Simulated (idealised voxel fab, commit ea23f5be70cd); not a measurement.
A process module follows: voxel released beams.
Pictured: cross-section cut, 165 nm wide, on a grid of 5 nm square cells.
In what follows, cross-sections appear as grids of square cells, described through bands that run from the top down, where every band is one or more rows of cells.
Band: top and bottom heights (nm) first, top before bottom; then materials from left to right, widths in nm. "full width" marks a sole material filling the band edge to edge. "air" denotes empty space.
Height is counted from the level 0, under which the received wafer is composed throughout of one material. The lowest of the bands is not closed at the bottom but continues downward, in the notation "0..down".
A two-number width, for instance "30->40", indicates that the width is equal to the first number in the top row of the band and to the second number in the bottom row, and that it changes by a constant amount per row of cells.
"nothing was modified", as given for a step, is the statement that not any cell of the cross-section underwent a change during that step.
Listed in "Voids, sealed": every empty space of 8 or more cells without an open way to the top. Form: width x height at distance, the distance being from the left edge, all in nm.
Note: text after step settings on the step line = simulator remark on that step.
overlay nm: mask right of planned place by this much (step with mask). Neg. = left.

### This section lists the process steps that were planned
1: op RECEIVE | material Si
2: op CONFORMAL_DEP | material SiN | thk nm 10
3: op DIRECTIONAL_DEP | material SiO2 | thk nm 10
4: op PATTERN | tone open | mask id ANCHOR | material resist | width nm 30 | thk nm 20 | overlay nm 0
5: op DIRECTIONAL_ETCH | etch materials SiO2 | depth nm 20
6: op STRIP | etch materials resist
7: op CONFORMAL_DEP | material TiN | thk nm 10
8: op MASKED_ETCH | tone cover | mask id BEAM | width nm 115 | etch materials TiN | depth nm 10 | overlay nm 0
9: op STRIP | etch materials SiO2
The plan's step 3 thk nm is the first wafer's value; the wafers differ in this setting and start identical.

### So this is the first of several wafers, cross-sectioned as it came to us, meaning it's at the end of step 1
- 0..down = Si full width
- Voids, sealed: none

### End of module, by wafer: material-by-material cell gain (+) or loss (-) since receipt, then closed voids
thk nm 10 | +66 SiN | +54 TiN | Voids, sealed: none
thk nm 15 | +66 SiN | +58 TiN | Voids, sealed: none
thk nm 20 | +66 SiN | +62 TiN | Voids, sealed: none
thk nm 25 | +66 SiN | Voids, sealed: none
thk nm 30 | +66 SiN | Voids, sealed: none
thk nm 35 | +66 SiN | Voids, sealed: none
